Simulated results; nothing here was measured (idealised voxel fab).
This is a process module. Its name is voxel self aligned vias.
We display cut, a cross-section 235 nm in width whose square cells are each 5 nm.
Square cells in a grid make up a cross-section in this document, and the grid is given as bands, listed from the top down, each one or more rows of cells.
Band entry format. Leading values: height of top, height of bottom, nm. Remainder: materials in left-to-right order, each with its width in nm. Special words: "edge to edge" on a single material, which then fills the band edge to edge; "air", empty space.
Heads up on the height convention: 0 is the point under which the incoming wafer is all one material, and the lowest band has no bottom, it just keeps going down, like "0 down".
Width: "30 to 40" (first number = top row, second number = bottom row, same change from row to row of cells).
"remained unchanged" for a step: no cell of the cross-section changed in that step.
Reported under the label "Closed void roster" are the empty spaces having no open way to the top and comprising 8 cells or more; the notation for each is width x height at distance, in which the distance is measured from the left edge and all three values are in nm.
It should be noted that, on the line of a given step, the content following the step's settings is a remark produced by the simulator itself with respect to that step.
"overlay nm" answers the question of how far to the right of plan the mask lay on a step that has a mask, and when it is negative the answer is to the left.
[This section lists the process steps that were planned]
step 1: op RECEIVE | material Si
step 2: op CONFORMAL_DEP | material SiO2 | thk nm 10
step 3: op CONFORMAL_DEP | material SiCN | thk nm 5
step 4: op DIRECTIONAL_DEP | material lowk | thk nm 30
step 5: op DIRECTIONAL_DEP | material aC | thk nm 10
step 6: op PATTERN | tone open | mask id LINES | material resist | width nm 20 | pitch nm 55 | thk nm 30 | overlay nm 0
step 7: op DIRECTIONAL_ETCH | etch materials aC | depth nm 10
step 8: op STRIP | etch materials resist
step 9: op DIRECTIONAL_ETCH | etch materials lowk | depth nm 30
step 10: op STRIP | etch materials aC
step 11: op CONFORMAL_DEP | material TiN | thk nm 5
step 12: op FILL_DEP | material Ru | thk nm 10
step 13: op CMP | height nm 45
step 14: op SELECTIVE_ETCH | etch materials W Ru TiN | depth nm 10
step 15: op FILL_DEP | material SiN | thk nm 10
step 16: op CMP | height nm 45
step 17: op DIRECTIONAL_DEP | material lowk | thk nm 15
step 18: op PATTERN | tone open | mask id VIAS | material resist | width nm 30 | pitch nm 110 | thk nm 15 | overlay nm -15
step 19: op DIRECTIONAL_ETCH | etch materials lowk | depth nm 15
step 20: op DIRECTIONAL_ETCH | etch materials SiN | depth nm 10
step 21: op STRIP | etch materials resist
step 22: op CONFORMAL_DEP | material TiN | thk nm 5
step 23: op FILL_DEP | material Cu | thk nm 5
step 24: op CMP | height nm 60
step 25: op CONFORMAL_DEP | material SiN | thk nm 5
The value of overlay nm given for step 18 in the plan refers to the first wafer; the wafers vary in this setting and are alike at the start.
[Cross-section: the first of several wafers in its as-received state, i.e. following step 1]
* 0 down  Si edge to edge
* Closed void roster: none
[The table below has one row for each wafer; a row shows, as of the end of the module, how many cells of each material the wafer has gained, marked (+), or lost, marked (-), since it was received, and then the wafer's closed voids]
overlay nm -15; +16 Cu; +18 Ru; +47 SiCN; +63 SiN; +94 SiO2; +58 TiN; +315 lowk; Closed void roster: none
overlay nm -10; +20 Cu; +18 Ru; +47 SiCN; +59 SiN; +94 SiO2; +58 TiN; +315 lowk; Closed void roster: none
overlay nm -5; +24 Cu; +18 Ru; +47 SiCN; +55 SiN; +94 SiO2; +58 TiN; +315 lowk; Closed void roster: none
overlay nm 0; +24 Cu; +18 Ru; +47 SiCN; +55 SiN; +94 SiO2; +58 TiN; +315 lowk; Closed void roster: none
overlay nm 5; +24 Cu; +18 Ru; +47 SiCN; +55 SiN; +94 SiO2; +58 TiN; +315 lowk; Closed void roster: none
overlay nm 10; +20 Cu; +18 Ru; +47 SiCN; +59 SiN; +94 SiO2; +58 TiN; +315 lowk; Closed void roster: none
overlay nm 15; +16 Cu; +18 Ru; +47 SiCN; +63 SiN; +94 SiO2; +58 TiN; +315 lowk; Closed void roster: none
